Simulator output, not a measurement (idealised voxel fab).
This section sets out a process module, namely voxel transistor to metal.
Square cells of 5 nm make up the cross-section cut, whose width is 285 nm.
Bands, listed from the top down, are how a cross-section gets written in this document; the cross-section itself is a grid of square cells, and a band is one or more rows of them. The band entry comprises the height of the band's top followed by the height of its bottom, expressed in nm, and subsequently the band's materials from left to right, each stated together with its width in nm. Where a single material is marked with the word "throughout", that material fills the band from edge to edge. The word "empty" represents empty space. Basically, 0 is our baseline, since under it the wafer straight out of the box is all one material. The bottom band has no lower end and keeps on going down, so it looks like "top 0, no bottom". Top row gets the first number, bottom row gets the second, and each row in between changes by the same step: that is how a band width like "30..40" works. "no alteration" means the step left every cell of the cross-section as it was. "Catalogued sealed voids" means: voids of 8 cells or more that are shut off from the top with no open way through. Written width x height at distance, distance from the left edge, in nm. On a step's line, text after the settings is the simulator commenting on that step. A step line may carry the setting "overlay nm", which, for steps involving a mask, states the distance by which the mask lay to the right of its intended position; negative values denote displacement to the left.
The following list gives the planned process steps:
1,RECEIVE,material Si
2,CONFORMAL_DEP,material SiO2,thk nm 5
3,CONFORMAL_DEP,material SiN,thk nm 10
4,PATTERN,tone cover,mask id ACTIVE,material resist,width nm 105,pitch nm 135,thk nm 20,overlay nm 0
5,DIRECTIONAL_ETCH,etch materials SiN,depth nm 10
6,DIRECTIONAL_ETCH,etch materials SiO2,depth nm 5
7,DIRECTIONAL_ETCH,etch materials Si,depth nm 35
8,STRIP,etch materials resist
9,OXIDIZE,depth nm 5
10,FILL_DEP,material SiO2,thk nm 10
11,CMP,height nm 15
12,SELECTIVE_ETCH,etch materials SiO2,depth nm 10
13,STRIP,etch materials SiN
14,SELECTIVE_ETCH,etch materials SiO2,depth nm 5
15,OXIDIZE,depth nm 5
16,DIRECTIONAL_DEP,material polySi,thk nm 25
17,DIRECTIONAL_DEP,material SiCN,thk nm 15
18,MASKED_ETCH,tone cover,mask id GATE,width nm 25,pitch nm 135,etch materials SiCN,depth nm 25,overlay nm 0
19,MASKED_ETCH,tone cover,mask id GATE,width nm 25,pitch nm 135,etch materials polySi,depth nm 35,overlay nm 0
20,CONFORMAL_DEP,material SiN,thk nm 5
21,DIRECTIONAL_ETCH,etch materials SiN,depth nm 5
22,DIRECTIONAL_ETCH,etch materials SiO2,depth nm 5
23,DIRECTIONAL_ETCH,etch materials Si,depth nm 10
24,EPI,material nSi,thk nm 10
25,FILL_DEP,material SiO2,thk nm 5
26,CMP,height nm 40
27,DIRECTIONAL_DEP,material SiO2,thk nm 15
28,PATTERN,tone open,mask id CONTACT,material resist,width nm 15,thk nm 20,overlay nm 0
29,DIRECTIONAL_ETCH,etch materials SiO2,depth nm 60
30,STRIP,etch materials resist
31,CONFORMAL_DEP,material TiN,thk nm 5
32,FILL_DEP,material W,thk nm 5
33,CMP,height nm 55
34,CONFORMAL_DEP,material SiCN,thk nm 5
35,DIRECTIONAL_DEP,material lowk,thk nm 25
36,PATTERN,tone open,mask id METAL_1,material resist,width nm 15,thk nm 15,overlay nm 0
37,DIRECTIONAL_ETCH,etch materials lowk,depth nm 25
38,DIRECTIONAL_ETCH,etch materials SiCN,depth nm 5
39,STRIP,etch materials resist
40,CONFORMAL_DEP,material TiN,thk nm 5
41,FILL_DEP,material Ru,thk nm 10
42,CMP,height nm 85
43,CONFORMAL_DEP,material SiCN,thk nm 5
As received (post step 1): cross-section:
	top 0, no bottom | Si throughout
	Catalogued sealed voids: none
This is how the wafer looks in cross-section once the module is done, given the starting state and plan above and one mistake in carrying the plan out:
	top 90, bottom 85 | SiCN throughout
	top 85, bottom 60 | lowk (25), TiN (5), Ru (5), TiN (5), lowk (65), TiN (5), Ru (5), TiN (5), lowk (40), TiN (5), Ru (5), TiN (5), lowk (65), TiN (5), Ru (5), TiN (5), lowk (30)
	top 60, bottom 55 | SiCN (25), TiN (15), SiCN (65), TiN (15), SiCN (40), TiN (15), SiCN (65), TiN (15), SiCN (30)
	top 55, bottom 40 | SiO2 (25), TiN (5), W (5), TiN (5), SiO2 (65), TiN (5), W (5), TiN (5), SiO2 (40), TiN (5), W (5), TiN (5), SiO2 (65), TiN (5), W (5), TiN (5), SiO2 (30)
	top 40, bottom 25 | SiO2 (25), TiN (5), W (5), TiN (5), SiO2 (15), SiN (5), SiCN (25), SiN (5), SiO2 (15), TiN (5), W (5), TiN (5), SiO2 (40), TiN (5), W (5), TiN (5), SiO2 (15), SiN (5), SiCN (25), SiN (5), SiO2 (15), TiN (5), W (5), TiN (5), SiO2 (30)
	top 25, bottom 15 | SiO2 (25), TiN (5), W (5), TiN (5), SiO2 (15), SiN (5), polySi (25), SiN (5), SiO2 (15), TiN (5), W (5), TiN (5), SiO2 (40), TiN (5), W (5), TiN (5), SiO2 (15), SiN (5), polySi (25), SiN (5), SiO2 (15), TiN (5), W (5), TiN (5), SiO2 (30)
	top 15, bottom 10 | SiO2 (25), TiN (15), SiO2 (15), SiN (5), polySi (25), SiN (5), SiO2 (15), TiN (15), SiO2 (40), TiN (15), SiO2 (15), SiN (5), polySi (25), SiN (5), SiO2 (15), TiN (15), SiO2 (30)
	top 10, bottom 5 | SiO2 (55), SiN (5), polySi (25), SiN (5), SiO2 (100), SiN (5), polySi (25), SiN (5), SiO2 (60)
	top 5, bottom 0 | SiO2 (45), nSi (10), SiN (5), polySi (25), SiN (5), nSi (10), SiO2 (80), nSi (10), SiN (5), polySi (25), SiN (5), nSi (10), SiO2 (50)
	top 0, bottom -5 | SiO2 (45), nSi (10), SiO2 (35), nSi (10), SiO2 (80), nSi (10), SiO2 (35), nSi (10), SiO2 (50)
	top -5, bottom -15 | SiO2 (25), nSi (30), Si (35), nSi (30), SiO2 (40), nSi (30), Si (35), nSi (30), SiO2 (30)
	top -15, bottom -40 | SiO2 (25), Si (95), SiO2 (40), Si (95), SiO2 (30)
	top -40, no bottom | Si throughout
	Catalogued sealed voids: none
Deviation from plan: step 27 in the plan was executed twice
